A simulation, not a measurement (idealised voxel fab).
This section sets out a process module, namely voxel transistor to metal.
Section shown: cut. Width: 160 nm. Cell size: 5 nm, square.
When this document writes out a cross-section, it uses a grid of square cells and lists it as bands, beginning at the top and moving down, with a band standing for one or more rows of cells.
Heights first: top, then bottom, in nm. Then materials, left to right, each with a width in nm. "throughout" on a single material: fills the band edge to edge. "air": empty space.
Measure heights from 0. That's the level where, below it, the as-received wafer is all one material. The lowest band is bottomless and extends downward; write it as in "0 and below".
So if you see something like "30..40" for the width, read it as the top row of the band sitting at the first number and the bottom row at the second, with every row in between moving by the same amount as the last.
You'll sometimes find "identical to before" written for a step, and that's the way of saying that nowhere in the cross-section did a cell change during that step.
Reported under the label "Enclosed cavity list" are the empty spaces having no open way to the top and comprising 8 cells or more; the notation for each is width x height at distance, in which the distance is measured from the left edge and all three values are in nm.
On each step's line, the part that comes after the settings is the simulator's own comment on the step.
overlay nm: mask offset rightward from planned place, masked step; negative means leftward offset.
Below is the list of planned process steps
- 1: RECEIVE | material Si
- 2: CONFORMAL_DEP | material SiO2 | thk nm 5
- 3: CONFORMAL_DEP | material SiN | thk nm 10
- 4: MASKED_ETCH | tone cover | mask id ACTIVE | width nm 110 | etch materials SiN | depth nm 10 | overlay nm 0
- 5: MASKED_ETCH | tone cover | mask id ACTIVE | width nm 110 | etch materials SiO2 | depth nm 5 | overlay nm 0
- 6: MASKED_ETCH | tone cover | mask id ACTIVE | width nm 110 | etch materials Si | depth nm 35 | overlay nm 0
- 7: OXIDIZE | depth nm 5
- 8: FILL_DEP | material SiO2 | thk nm 5
- 9: CMP | height nm 15
- 10: SELECTIVE_ETCH | etch materials SiO2 | depth nm 10
- 11: STRIP | etch materials SiN
- 12: SELECTIVE_ETCH | etch materials SiO2 | depth nm 5
- 13: OXIDIZE | depth nm 5
- 14: DIRECTIONAL_DEP | material polySi | thk nm 20
- 15: DIRECTIONAL_DEP | material SiCN | thk nm 10
- 16: MASKED_ETCH | tone cover | mask id GATE | width nm 20 | etch materials SiCN | depth nm 20 | overlay nm 0
- 17: MASKED_ETCH | tone cover | mask id GATE | width nm 20 | etch materials polySi | depth nm 30 | overlay nm 0
- 18: CONFORMAL_DEP | material SiN | thk nm 10
- 19: DIRECTIONAL_ETCH | etch materials SiN | depth nm 10
- 20: DIRECTIONAL_ETCH | etch materials SiO2 | depth nm 5
- 21: DIRECTIONAL_ETCH | etch materials Si | depth nm 10
- 22: EPI | material nSi | thk nm 10
- 23: FILL_DEP | material SiO2 | thk nm 10
- 24: CMP | height nm 30
- 25: DIRECTIONAL_DEP | material SiO2 | thk nm 15
- 26: MASKED_ETCH | tone open | mask id CONTACT | width nm 30 | pitch nm 60 | etch materials SiO2 | depth nm 50 | overlay nm 0
- 27: CONFORMAL_DEP | material TiN | thk nm 5
- 28: FILL_DEP | material W | thk nm 10
- 29: CMP | height nm 45
- 30: DIRECTIONAL_DEP | material TiN | thk nm 5
- 31: DIRECTIONAL_DEP | material W | thk nm 25
- 32: PATTERN | tone cover | mask id METAL_1 | material resist | width nm 20 | pitch nm 70 | thk nm 15 | overlay nm 0
- 33: DIRECTIONAL_ETCH | etch materials W | depth nm 25
- 34: DIRECTIONAL_ETCH | etch materials TiN | depth nm 5
- 35: STRIP | etch materials resist
- 36: CONFORMAL_DEP | material SiCN | thk nm 5
- 37: FILL_DEP | material SiO2 | thk nm 5
- 38: CMP | height nm 75
- 39: CONFORMAL_DEP | material SiCN | thk nm 5
Cross-section of the wafer upon arrival, representing the state reached after step 1
	0 and below | Si throughout
	Enclosed cavity list: none
Result of the module, cross-sectioned: start per above, plan per above, one error in how it was run
	80 down to 75 | SiCN throughout
	75 down to 50 | 30 of SiO2 | 5 of SiCN | 20 of W | 5 of SiCN | 40 of SiO2 | 5 of SiCN | 20 of W | 5 of SiCN | 30 of SiO2
	50 down to 45 | 35 of SiCN | 20 of TiN | 50 of SiCN | 20 of TiN | 35 of SiCN
	45 down to 35 | 35 of SiO2 | 5 of TiN | 20 of W | 5 of TiN | 30 of SiO2 | 5 of TiN | 20 of W | 5 of TiN | 35 of SiO2
	35 down to 30 | 35 of SiO2 | 5 of TiN | 15 of W | 10 of TiN | 30 of SiO2 | 10 of TiN | 15 of W | 5 of TiN | 35 of SiO2
	30 down to 20 | 35 of SiO2 | 5 of TiN | 15..5 of W | 5..15 of TiN | 10 of SiN | 20 of SiCN | 10 of SiN | 5 of TiN | 15 of W | 5 of TiN | 35 of SiO2
	20 down to 10 | 35 of SiO2 | 5 of TiN | 5 of W | 5 of TiN | 10 of SiN | 30 of polySi | 10 of SiN | 5 of TiN | 15 of W | 5 of TiN | 35 of SiO2
	10 down to 5 | 35 of SiO2 | 15 of TiN | 10 of SiN | 30 of polySi | 10 of SiN | 15 of TiN | 5 of W | 5 of TiN | 35 of SiO2
	5 down to 0 | 35 of SiO2 | 5 of TiN | 10 of nSi | 10 of SiN | 30 of polySi | 10 of SiN | 10 of nSi | 5 of TiN | 5 of W | 5 of TiN | 35 of SiO2
	0 down to -5 | 35 of SiO2 | 5 of TiN | 10 of nSi | 50 of SiO2 | 10 of nSi | 15 of TiN | 35 of SiO2
	-5 down to -15 | 30 of SiO2 | 20 of nSi | 50 of Si | 30 of nSi | 30 of SiO2
	-15 down to -40 | 30 of SiO2 | 100 of Si | 30 of SiO2
	-40 and below | Si throughout
	Enclosed cavity list: none
It is concluded that the wafer was processed incorrectly with respect to the plan, in that step 17 was not run as planned; what actually ran was MASKED_ETCH | tone cover | mask id GATE | width nm 20 | etch materials polySi | depth nm 30 | overlay nm -10
